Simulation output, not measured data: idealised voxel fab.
Title: Process Module voxel wiring stack
Square cell edge 5 nm, section width 270 nm, ID cut.
Each cross-section below is a grid of square cells, stated as bands in top-down order, with one or more rows of cells making up each band.
Read a band's entry like this: the first values are the height of its top and the height of its bottom in nm, and what follows is the sequence of materials from left to right, each with its width in nm. Note that "air" is empty space, and that a single material marked "edge to edge" reaches across the band from edge to edge.
We count height from 0. Below that, the starting wafer is all one material. The lowest band never ends at the bottom but goes on down; see "0 -> down" for how that is written.
A width such as "30->40" changes by the same amount from each row of cells to the next, from the band's top row to its bottom row.
"remains unaltered" -> step changed no cross-section cell.
In the "Enclosed void list" entry, you get each enclosed empty space of 8 cells or more, one with no open way to the top, written width x height at distance, distance from the left edge, in nm.
Anything after a step's settings on that line? It's the simulator's own note about the step.
"overlay nm", when on a step's line for a step with a mask, measures how far to the right of its planned place the mask lay; a negative measure means to the left.
Process steps (planned):
1) RECEIVE,material Si
2) CONFORMAL_DEP,material SiO2,thk nm 10
3) DIRECTIONAL_DEP,material TiN,thk nm 5
4) DIRECTIONAL_DEP,material W,thk nm 20
5) MASKED_ETCH,tone cover,mask id METAL_1,width nm 25,pitch nm 55,etch materials W,depth nm 20,overlay nm 0
6) MASKED_ETCH,tone cover,mask id METAL_1,width nm 25,pitch nm 55,etch materials TiN,depth nm 5,overlay nm 0
7) CONFORMAL_DEP,material SiCN,thk nm 5
8) FILL_DEP,material SiO2,thk nm 5
9) CMP,height nm 35
10) CONFORMAL_DEP,material SiCN,thk nm 5
11) DIRECTIONAL_DEP,material lowk,thk nm 15
12) DIRECTIONAL_DEP,material aC,thk nm 15
13) PATTERN,tone open,mask id PLUG_1,material resist,width nm 15,pitch nm 55,thk nm 30,overlay nm 0
14) DIRECTIONAL_ETCH,etch materials aC,depth nm 15
15) STRIP,etch materials resist
16) DIRECTIONAL_ETCH,etch materials lowk,depth nm 15
17) DIRECTIONAL_ETCH,etch materials SiCN,depth nm 5
18) STRIP,etch materials aC
19) CONFORMAL_DEP,material TiN,thk nm 5
20) FILL_DEP,material Cu,thk nm 10
21) CMP,height nm 55
22) DIRECTIONAL_DEP,material TiN,thk nm 5
23) DIRECTIONAL_DEP,material Ru,thk nm 20
24) DIRECTIONAL_DEP,material aC,thk nm 15
25) PATTERN,tone cover,mask id METAL_2,material resist,width nm 25,pitch nm 55,thk nm 35,overlay nm 0
26) DIRECTIONAL_ETCH,etch materials aC,depth nm 15
27) STRIP,etch materials resist
28) DIRECTIONAL_ETCH,etch materials Ru,depth nm 20
29) DIRECTIONAL_ETCH,etch materials TiN,depth nm 5
30) STRIP,etch materials aC
31) FILL_DEP,material SiO2,thk nm 5
32) CMP,height nm 80
33) CONFORMAL_DEP,material SiCN,thk nm 5
34) DIRECTIONAL_DEP,material lowk,thk nm 30
35) PATTERN,tone open,mask id METAL_3,material resist,width nm 25,pitch nm 55,thk nm 20,overlay nm 0
36) DIRECTIONAL_ETCH,etch materials lowk,depth nm 15
37) STRIP,etch materials resist
38) DIRECTIONAL_DEP,material aC,thk nm 15
39) PATTERN,tone open,mask id METAL_3_HOLES,material resist,width nm 15,thk nm 35,overlay nm 0
40) DIRECTIONAL_ETCH,etch materials aC,depth nm 15
41) STRIP,etch materials resist
42) DIRECTIONAL_ETCH,etch materials lowk,depth nm 15
43) DIRECTIONAL_ETCH,etch materials SiCN,depth nm 5
44) STRIP,etch materials aC
45) CONFORMAL_DEP,material TiN,thk nm 5
46) FILL_DEP,material Cu,thk nm 10
47) CMP,height nm 115
48) CONFORMAL_DEP,material SiN,thk nm 5
Of two wafers, the first: run according to plan:
Wafer cross-section on receipt, i.e. after step 1:
> 0 -> down  Si edge to edge
> Enclosed void list: none
Step 2 done - wafer cross-section:
> 10 -> 0  SiO2 edge to edge
> Nothing below the height 0 has changed.
Step 3 done - wafer cross-section:
> 15 -> 10  TiN edge to edge
> Nothing below the height 10 has changed.
Step 4 done - wafer cross-section:
> 35 -> 15  W edge to edge
> Nothing below the height 15 has changed.
Step 5 done - wafer cross-section:
> 35 -> 15  95 nm air / 25 nm W / 30 nm air / 25 nm W / 95 nm air
> Nothing below the height 15 has changed.
Step 6 done - wafer cross-section:
> 35 -> 15  95 nm air / 25 nm W / 30 nm air / 25 nm W / 95 nm air
> 15 -> 10  95 nm air / 25 nm TiN / 30 nm air / 25 nm TiN / 95 nm air
> Nothing below the height 10 has changed.
Step 7 done - wafer cross-section:
> 40 -> 35  90 nm air / 35 nm SiCN / 20 nm air / 35 nm SiCN / 90 nm air
> 35 -> 15  90 nm air / 5 nm SiCN / 25 nm W / 5 nm SiCN / 20 nm air / 5 nm SiCN / 25 nm W / 5 nm SiCN / 90 nm air
> 15 -> 10  95 nm SiCN / 25 nm TiN / 30 nm SiCN / 25 nm TiN / 95 nm SiCN
> Nothing below the height 10 has changed.
Step 8 done - wafer cross-section:
> 45 -> 40  SiO2 edge to edge
> 40 -> 35  90 nm SiO2 / 35 nm SiCN / 20 nm SiO2 / 35 nm SiCN / 90 nm SiO2
> 35 -> 15  90 nm SiO2 / 5 nm SiCN / 25 nm W / 5 nm SiCN / 20 nm SiO2 / 5 nm SiCN / 25 nm W / 5 nm SiCN / 90 nm SiO2
> Nothing below the height 15 has changed.
Step 9 done - wafer cross-section:
> 35 -> 15  90 nm SiO2 / 5 nm SiCN / 25 nm W / 5 nm SiCN / 20 nm SiO2 / 5 nm SiCN / 25 nm W / 5 nm SiCN / 90 nm SiO2
> Nothing below the height 15 has changed.
Step 10 done - wafer cross-section:
> 40 -> 35  SiCN edge to edge
> Nothing below the height 35 has changed.
Step 11 done - wafer cross-section:
> 55 -> 40  lowk edge to edge
> Nothing below the height 40 has changed.
Step 12 done - wafer cross-section:
> 70 -> 55  aC edge to edge
> Nothing below the height 55 has changed.
Step 13 done - wafer cross-section:
> 100 -> 70  95 nm resist / 15 nm air / 40 nm resist / 15 nm air / 105 nm resist
> Nothing below the height 70 has changed.
Step 14 done - wafer cross-section:
> 85 -> 70  95 nm resist / 15 nm air / 40 nm resist / 15 nm air / 105 nm resist
> 70 -> 55  95 nm aC / 15 nm air / 40 nm aC / 15 nm air / 105 nm aC
> Nothing below the height 55 has changed.
Step 15 done - wafer cross-section:
> 70 -> 55  95 nm aC / 15 nm air / 40 nm aC / 15 nm air / 105 nm aC
> Nothing below the height 55 has changed.
Step 16 done - wafer cross-section:
> 70 -> 55  95 nm aC / 15 nm air / 40 nm aC / 15 nm air / 105 nm aC
> 55 -> 40  95 nm lowk / 15 nm air / 40 nm lowk / 15 nm air / 105 nm lowk
> Nothing below the height 40 has changed.
Step 17 done - wafer cross-section:
> 70 -> 55  95 nm aC / 15 nm air / 40 nm aC / 15 nm air / 105 nm aC
> 55 -> 40  95 nm lowk / 15 nm air / 40 nm lowk / 15 nm air / 105 nm lowk
> 40 -> 35  95 nm SiCN / 15 nm air / 40 nm SiCN / 15 nm air / 105 nm SiCN
> Nothing below the height 35 has changed.
Step 18 done - wafer cross-section:
> 55 -> 40  95 nm lowk / 15 nm air / 40 nm lowk / 15 nm air / 105 nm lowk
> Nothing below the height 40 has changed.
Step 19 done - wafer cross-section:
> 60 -> 55  100 nm TiN / 5 nm air / 50 nm TiN / 5 nm air / 110 nm TiN
> 55 -> 40  95 nm lowk / 5 nm TiN / 5 nm air / 5 nm TiN / 40 nm lowk / 5 nm TiN / 5 nm air / 5 nm TiN / 105 nm lowk
> 40 -> 35  95 nm SiCN / 15 nm TiN / 40 nm SiCN / 15 nm TiN / 105 nm SiCN
> Nothing below the height 35 has changed.
Step 20 done - wafer cross-section:
> 70 -> 60  Cu edge to edge
> 60 -> 55  100 nm TiN / 5 nm Cu / 50 nm TiN / 5 nm Cu / 110 nm TiN
> 55 -> 40  95 nm lowk / 5 nm TiN / 5 nm Cu / 5 nm TiN / 40 nm lowk / 5 nm TiN / 5 nm Cu / 5 nm TiN / 105 nm lowk
> Nothing below the height 40 has changed.
Step 21 done - wafer cross-section:
> 55 -> 40  95 nm lowk / 5 nm TiN / 5 nm Cu / 5 nm TiN / 40 nm lowk / 5 nm TiN / 5 nm Cu / 5 nm TiN / 105 nm lowk
> Nothing below the height 40 has changed.
Step 22 done - wafer cross-section:
> 60 -> 55  TiN edge to edge
> Nothing below the height 55 has changed.
Step 23 done - wafer cross-section:
> 80 -> 60  Ru edge to edge
> Nothing below the height 60 has changed.
Step 24 done - wafer cross-section:
> 95 -> 80  aC edge to edge
> Nothing below the height 80 has changed.
Step 25 done - wafer cross-section:
> 130 -> 95  95 nm air / 25 nm resist / 30 nm air / 25 nm resist / 95 nm air
> Nothing below the height 95 has changed.
Step 26 done - wafer cross-section:
> 115 -> 95  95 nm air / 25 nm resist / 30 nm air / 25 nm resist / 95 nm air
> 95 -> 80  95 nm air / 25 nm aC / 30 nm air / 25 nm aC / 95 nm air
> Nothing below the height 80 has changed.
Step 27 done - wafer cross-section:
> 95 -> 80  95 nm air / 25 nm aC / 30 nm air / 25 nm aC / 95 nm air
> Nothing below the height 80 has changed.
Step 28 done - wafer cross-section:
> 95 -> 80  95 nm air / 25 nm aC / 30 nm air / 25 nm aC / 95 nm air
> 80 -> 60  95 nm air / 25 nm Ru / 30 nm air / 25 nm Ru / 95 nm air
> Nothing below the height 60 has changed.
Step 29 done - wafer cross-section:
> 95 -> 80  95 nm air / 25 nm aC / 30 nm air / 25 nm aC / 95 nm air
> 80 -> 60  95 nm air / 25 nm Ru / 30 nm air / 25 nm Ru / 95 nm air
> 60 -> 55  95 nm air / 25 nm TiN / 30 nm air / 25 nm TiN / 95 nm air
> Nothing below the height 55 has changed.
Step 30 done - wafer cross-section:
> 80 -> 60  95 nm air / 25 nm Ru / 30 nm air / 25 nm Ru / 95 nm air
> Nothing below the height 60 has changed.
Step 31 done - wafer cross-section:
> 85 -> 80  SiO2 edge to edge
> 80 -> 60  95 nm SiO2 / 25 nm Ru / 30 nm SiO2 / 25 nm Ru / 95 nm SiO2
> 60 -> 55  95 nm SiO2 / 25 nm TiN / 30 nm SiO2 / 25 nm TiN / 95 nm SiO2
> Nothing below the height 55 has changed.
Step 32 done - wafer cross-section:
> 80 -> 60  95 nm SiO2 / 25 nm Ru / 30 nm SiO2 / 25 nm Ru / 95 nm SiO2
> Nothing below the height 60 has changed.
Step 33 done - wafer cross-section:
> 85 -> 80  SiCN edge to edge
> Nothing below the height 80 has changed.
Step 34 done - wafer cross-section:
> 115 -> 85  lowk edge to edge
> Nothing below the height 85 has changed.
Step 35 done - wafer cross-section:
> 135 -> 115  95 nm resist / 25 nm air / 30 nm resist / 25 nm air / 95 nm resist
> Nothing below the height 115 has changed.
Step 36 done - wafer cross-section:
> 135 -> 115  95 nm resist / 25 nm air / 30 nm resist / 25 nm air / 95 nm resist
> 115 -> 100  95 nm lowk / 25 nm air / 30 nm lowk / 25 nm air / 95 nm lowk
> Nothing below the height 100 has changed.
Step 37 done - wafer cross-section:
> 115 -> 100  95 nm lowk / 25 nm air / 30 nm lowk / 25 nm air / 95 nm lowk
> Nothing below the height 100 has changed.
Step 38 done - wafer cross-section:
> 130 -> 115  95 nm aC / 25 nm air / 30 nm aC / 25 nm air / 95 nm aC
> 115 -> 100  95 nm lowk / 25 nm aC / 30 nm lowk / 25 nm aC / 95 nm lowk
> Nothing below the height 100 has changed.
Step 39 done - wafer cross-section:
> 165 -> 130  95 nm resist / 15 nm air / 160 nm resist
> 130 -> 115  95 nm aC / 15 nm air / 10 nm resist / 30 nm aC / 25 nm resist / 95 nm aC
> Nothing below the height 115 has changed.
Step 40 done - wafer cross-section:
> 150 -> 130  95 nm resist / 15 nm air / 160 nm resist
> 130 -> 115  95 nm aC / 15 nm air / 10 nm resist / 30 nm aC / 25 nm resist / 95 nm aC
> 115 -> 100  95 nm lowk / 15 nm air / 10 nm aC / 30 nm lowk / 25 nm aC / 95 nm lowk
> Nothing below the height 100 has changed.
Step 41 done - wafer cross-section:
> 130 -> 115  95 nm aC / 25 nm air / 30 nm aC / 25 nm air / 95 nm aC
> Nothing below the height 115 has changed.
Step 42 done - wafer cross-section:
> 130 -> 115  95 nm aC / 25 nm air / 30 nm aC / 25 nm air / 95 nm aC
> 115 -> 100  95 nm lowk / 15 nm air / 10 nm aC / 30 nm lowk / 25 nm aC / 95 nm lowk
> 100 -> 85  95 nm lowk / 15 nm air / 160 nm lowk
> Nothing below the height 85 has changed.
Step 43 done - wafer cross-section:
> 130 -> 115  95 nm aC / 25 nm air / 30 nm aC / 25 nm air / 95 nm aC
> 115 -> 100  95 nm lowk / 15 nm air / 10 nm aC / 30 nm lowk / 25 nm aC / 95 nm lowk
> 100 -> 85  95 nm lowk / 15 nm air / 160 nm lowk
> 85 -> 80  95 nm SiCN / 15 nm air / 160 nm SiCN
> Nothing below the height 80 has changed.
Step 44 done - wafer cross-section:
> 115 -> 100  95 nm lowk / 25 nm air / 30 nm lowk / 25 nm air / 95 nm lowk
> Nothing below the height 100 has changed.
Step 45 done - wafer cross-section:
> 120 -> 115  100 nm TiN / 15 nm air / 40 nm TiN / 15 nm air / 100 nm TiN
> 115 -> 105  95 nm lowk / 5 nm TiN / 15 nm air / 5 nm TiN / 30 nm lowk / 5 nm TiN / 15 nm air / 5 nm TiN / 95 nm lowk
> 105 -> 100  95 nm lowk / 5 nm TiN / 5 nm air / 15 nm TiN / 30 nm lowk / 25 nm TiN / 95 nm lowk
> 100 -> 85  95 nm lowk / 5 nm TiN / 5 nm air / 5 nm TiN / 160 nm lowk
> 85 -> 80  95 nm SiCN / 15 nm TiN / 160 nm SiCN
> Nothing below the height 80 has changed.
Step 46 done - wafer cross-section:
> 130 -> 120  Cu edge to edge
> 120 -> 115  100 nm TiN / 15 nm Cu / 40 nm TiN / 15 nm Cu / 100 nm TiN
> 115 -> 105  95 nm lowk / 5 nm TiN / 15 nm Cu / 5 nm TiN / 30 nm lowk / 5 nm TiN / 15 nm Cu / 5 nm TiN / 95 nm lowk
> 105 -> 100  95 nm lowk / 5 nm TiN / 5 nm Cu / 15 nm TiN / 30 nm lowk / 25 nm TiN / 95 nm lowk
> 100 -> 85  95 nm lowk / 5 nm TiN / 5 nm Cu / 5 nm TiN / 160 nm lowk
> Nothing below the height 85 has changed.
Step 47 done - wafer cross-section:
> 115 -> 105  95 nm lowk / 5 nm TiN / 15 nm Cu / 5 nm TiN / 30 nm lowk / 5 nm TiN / 15 nm Cu / 5 nm TiN / 95 nm lowk
> Nothing below the height 105 has changed.
Step 48 done - wafer cross-section:
> 120 -> 115  SiN edge to edge
> Nothing below the height 115 has changed.
Second wafer. Start and plan as for the first. One mistake made in running. Agrees with the first up to and including step 10:
The second wafer in cross-section, at the planned close of step 11:
> 55 -> 40  Ru edge to edge
> Nothing below the height 40 has changed.
The second wafer in cross-section, at the planned close of step 12:
> 70 -> 55  aC edge to edge
> Nothing below the height 55 has changed.
The second wafer in cross-section, at the planned close of step 13:
> 100 -> 70  95 nm resist / 15 nm air / 40 nm resist / 15 nm air / 105 nm resist
> Nothing below the height 70 has changed.
The second wafer in cross-section, at the planned close of step 14:
> 85 -> 70  95 nm resist / 15 nm air / 40 nm resist / 15 nm air / 105 nm resist
> 70 -> 55  95 nm aC / 15 nm air / 40 nm aC / 15 nm air / 105 nm aC
> Nothing below the height 55 has changed.
The second wafer in cross-section, at the planned close of step 15:
> 70 -> 55  95 nm aC / 15 nm air / 40 nm aC / 15 nm air / 105 nm aC
> Nothing below the height 55 has changed.
The second wafer in cross-section, at the planned close of step 16: remains unaltered
The second wafer in cross-section, at the planned close of step 17: remains unaltered
The second wafer in cross-section, at the planned close of step 18:
> 55 -> 40  Ru edge to edge
> Nothing below the height 40 has changed.
The second wafer in cross-section, at the planned close of step 19:
> 60 -> 55  TiN edge to edge
> Nothing below the height 55 has changed.
The second wafer in cross-section, at the planned close of step 20:
> 70 -> 60  Cu edge to edge
> Nothing below the height 60 has changed.
The second wafer in cross-section, at the planned close of step 21:
> 55 -> 40  Ru edge to edge
> Nothing below the height 40 has changed.
The second wafer in cross-section, at the planned close of step 22:
> 60 -> 55  TiN edge to edge
> Nothing below the height 55 has changed.
The second wafer in cross-section, at the planned close of step 23:
> 80 -> 60  Ru edge to edge
> Nothing below the height 60 has changed.
The second wafer in cross-section, at the planned close of step 24:
> 95 -> 80  aC edge to edge
> Nothing below the height 80 has changed.
The second wafer in cross-section, at the planned close of step 25:
> 130 -> 95  95 nm air / 25 nm resist / 30 nm air / 25 nm resist / 95 nm air
> Nothing below the height 95 has changed.
The second wafer in cross-section, at the planned close of step 26:
> 115 -> 95  95 nm air / 25 nm resist / 30 nm air / 25 nm resist / 95 nm air
> 95 -> 80  95 nm air / 25 nm aC / 30 nm air / 25 nm aC / 95 nm air
> Nothing below the height 80 has changed.
The second wafer in cross-section, at the planned close of step 27:
> 95 -> 80  95 nm air / 25 nm aC / 30 nm air / 25 nm aC / 95 nm air
> Nothing below the height 80 has changed.
The second wafer in cross-section, at the planned close of step 28:
> 95 -> 80  95 nm air / 25 nm aC / 30 nm air / 25 nm aC / 95 nm air
> 80 -> 60  95 nm air / 25 nm Ru / 30 nm air / 25 nm Ru / 95 nm air
> Nothing below the height 60 has changed.
The second wafer in cross-section, at the planned close of step 29:
> 95 -> 80  95 nm air / 25 nm aC / 30 nm air / 25 nm aC / 95 nm air
> 80 -> 60  95 nm air / 25 nm Ru / 30 nm air / 25 nm Ru / 95 nm air
> 60 -> 55  95 nm air / 25 nm TiN / 30 nm air / 25 nm TiN / 95 nm air
> Nothing below the height 55 has changed.
The second wafer in cross-section, at the planned close of step 30:
> 80 -> 60  95 nm air / 25 nm Ru / 30 nm air / 25 nm Ru / 95 nm air
> Nothing below the height 60 has changed.
The second wafer in cross-section, at the planned close of step 31:
> 85 -> 80  SiO2 edge to edge
> 80 -> 60  95 nm SiO2 / 25 nm Ru / 30 nm SiO2 / 25 nm Ru / 95 nm SiO2
> 60 -> 55  95 nm SiO2 / 25 nm TiN / 30 nm SiO2 / 25 nm TiN / 95 nm SiO2
> Nothing below the height 55 has changed.
The second wafer in cross-section, at the planned close of step 32:
> 80 -> 60  95 nm SiO2 / 25 nm Ru / 30 nm SiO2 / 25 nm Ru / 95 nm SiO2
> Nothing below the height 60 has changed.
The second wafer in cross-section, at the planned close of step 33:
> 85 -> 80  SiCN edge to edge
> Nothing below the height 80 has changed.
The second wafer in cross-section, at the planned close of step 34:
> 115 -> 85  lowk edge to edge
> Nothing below the height 85 has changed.
The second wafer in cross-section, at the planned close of step 35:
> 135 -> 115  95 nm resist / 25 nm air / 30 nm resist / 25 nm air / 95 nm resist
> Nothing below the height 115 has changed.
The second wafer in cross-section, at the planned close of step 36:
> 135 -> 115  95 nm resist / 25 nm air / 30 nm resist / 25 nm air / 95 nm resist
> 115 -> 100  95 nm lowk / 25 nm air / 30 nm lowk / 25 nm air / 95 nm lowk
> Nothing below the height 100 has changed.
The second wafer in cross-section, at the planned close of step 37:
> 115 -> 100  95 nm lowk / 25 nm air / 30 nm lowk / 25 nm air / 95 nm lowk
> Nothing below the height 100 has changed.
The second wafer in cross-section, at the planned close of step 38:
> 130 -> 115  95 nm aC / 25 nm air / 30 nm aC / 25 nm air / 95 nm aC
> 115 -> 100  95 nm lowk / 25 nm aC / 30 nm lowk / 25 nm aC / 95 nm lowk
> Nothing below the height 100 has changed.
The second wafer in cross-section, at the planned close of step 39:
> 165 -> 130  95 nm resist / 15 nm air / 160 nm resist
> 130 -> 115  95 nm aC / 15 nm air / 10 nm resist / 30 nm aC / 25 nm resist / 95 nm aC
> Nothing below the height 115 has changed.
The second wafer in cross-section, at the planned close of step 40:
> 150 -> 130  95 nm resist / 15 nm air / 160 nm resist
> 130 -> 115  95 nm aC / 15 nm air / 10 nm resist / 30 nm aC / 25 nm resist / 95 nm aC
> 115 -> 100  95 nm lowk / 15 nm air / 10 nm aC / 30 nm lowk / 25 nm aC / 95 nm lowk
> Nothing below the height 100 has changed.
The second wafer in cross-section, at the planned close of step 41:
> 130 -> 115  95 nm aC / 25 nm air / 30 nm aC / 25 nm air / 95 nm aC
> Nothing below the height 115 has changed.
The second wafer in cross-section, at the planned close of step 42:
> 130 -> 115  95 nm aC / 25 nm air / 30 nm aC / 25 nm air / 95 nm aC
> 115 -> 100  95 nm lowk / 15 nm air / 10 nm aC / 30 nm lowk / 25 nm aC / 95 nm lowk
> 100 -> 85  95 nm lowk / 15 nm air / 160 nm lowk
> Nothing below the height 85 has changed.
The second wafer in cross-section, at the planned close of step 43:
> 130 -> 115  95 nm aC / 25 nm air / 30 nm aC / 25 nm air / 95 nm aC
> 115 -> 100  95 nm lowk / 15 nm air / 10 nm aC / 30 nm lowk / 25 nm aC / 95 nm lowk
> 100 -> 85  95 nm lowk / 15 nm air / 160 nm lowk
> 85 -> 80  95 nm SiCN / 15 nm air / 160 nm SiCN
> Nothing below the height 80 has changed.
The second wafer in cross-section, at the planned close of step 44:
> 115 -> 100  95 nm lowk / 25 nm air / 30 nm lowk / 25 nm air / 95 nm lowk
> Nothing below the height 100 has changed.
The second wafer in cross-section, at the planned close of step 45:
> 120 -> 115  100 nm TiN / 15 nm air / 40 nm TiN / 15 nm air / 100 nm TiN
> 115 -> 105  95 nm lowk / 5 nm TiN / 15 nm air / 5 nm TiN / 30 nm lowk / 5 nm TiN / 15 nm air / 5 nm TiN / 95 nm lowk
> 105 -> 100  95 nm lowk / 5 nm TiN / 5 nm air / 15 nm TiN / 30 nm lowk / 25 nm TiN / 95 nm lowk
> 100 -> 85  95 nm lowk / 5 nm TiN / 5 nm air / 5 nm TiN / 160 nm lowk
> 85 -> 80  95 nm SiCN / 15 nm TiN / 160 nm SiCN
> Nothing below the height 80 has changed.
The second wafer in cross-section, at the planned close of step 46:
> 130 -> 120  Cu edge to edge
> 120 -> 115  100 nm TiN / 15 nm Cu / 40 nm TiN / 15 nm Cu / 100 nm TiN
> 115 -> 105  95 nm lowk / 5 nm TiN / 15 nm Cu / 5 nm TiN / 30 nm lowk / 5 nm TiN / 15 nm Cu / 5 nm TiN / 95 nm lowk
> 105 -> 100  95 nm lowk / 5 nm TiN / 5 nm Cu / 15 nm TiN / 30 nm lowk / 25 nm TiN / 95 nm lowk
> 100 -> 85  95 nm lowk / 5 nm TiN / 5 nm Cu / 5 nm TiN / 160 nm lowk
> Nothing below the height 85 has changed.
The second wafer in cross-section, at the planned close of step 47:
> 115 -> 105  95 nm lowk / 5 nm TiN / 15 nm Cu / 5 nm TiN / 30 nm lowk / 5 nm TiN / 15 nm Cu / 5 nm TiN / 95 nm lowk
> Nothing below the height 105 has changed.
The second wafer in cross-section, at the planned close of step 48:
> 120 -> 115  SiN edge to edge
> Nothing below the height 115 has changed.
Where did the run depart from the plan? step 11 ran differently from the plan; actual operation with settings: DIRECTIONAL_DEP,material Ru,thk nm 15
FYI, end of process, the second wafer has more or fewer cells of some materials than the first: -6 Cu | +162 Ru | +6 SiCN | -18 TiN | -144 lowk
